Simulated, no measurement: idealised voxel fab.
The following process module bears the name voxel double patterning.
Shown is cross-section cut, with a width of 280 nm and square cells of size 5 nm.
Cross-section, as written here: a square-cell grid given band by band from the top down, where a band holds one or more rows of cells. Each band's line starts with the height of the band's top and of its bottom, in nm. Then come its materials from left to right, each with its width in nm. One material with "throughout" fills the band from edge to edge. "blank" is empty space. Measure heights from 0. That's the level where, below it, the as-received wafer is all one material. The lowest band is bottomless and extends downward; write it as in "0 down". The two numbers in a width such as "30 to 40" mark its ends across the band: the first belongs to the top row of cells, the second to the bottom row, and from each row to the next the width moves by the same amount. "all unchanged", as given for a step, is the statement that not any cell of the cross-section underwent a change during that step. Reported under the label "Unvented internal voids" are the empty spaces having no open way to the top and comprising 8 cells or more; the notation for each is width x height at distance, in which the distance is measured from the left edge and all three values are in nm. Step line, after settings: the simulator's comment on this step. Steps that use a mask can have "overlay nm" on their line. It says how far the mask sat to the right of where it was meant to be. Negative means to the left.

[These are the steps we planned for the process]
1: RECEIVE with material Si
2: CONFORMAL_DEP with material SiO2, thk nm 5
3: DIRECTIONAL_DEP with material W, thk nm 10
4: DIRECTIONAL_DEP with material SiN, thk nm 10
5: MASKED_ETCH with tone open, mask id FIRST, width nm 15, pitch nm 50, etch materials SiN, depth nm 10, overlay nm 0
6: PATTERN with tone open, mask id SECOND, material resist, width nm 15, pitch nm 50, thk nm 15, overlay nm 0
7: DIRECTIONAL_ETCH with etch materials SiN, depth nm 10
8: STRIP with etch materials resist
9: DIRECTIONAL_ETCH with etch materials W, depth nm 10
10: STRIP with etch materials SiN
Same starting wafers, different width nm at step 5. Plan value belongs to the first wafer.

[Cross-section of the first incoming wafer of several, state after step 1]
	0 down  Si throughout
	Unvented internal voids: none

[The following table contains a row per wafer, in which are reported, at the conclusion of the module, the cells of each material gained (+) or lost (-) since the wafer's receipt, with its closed voids given thereafter]
width nm 15; +56 SiO2; +82 W; Unvented internal voids: none
width nm 20; +56 SiO2; +76 W; Unvented internal voids: none
width nm 25; +56 SiO2; +70 W; Unvented internal voids: none
width nm 30; +56 SiO2; +64 W; Unvented internal voids: none
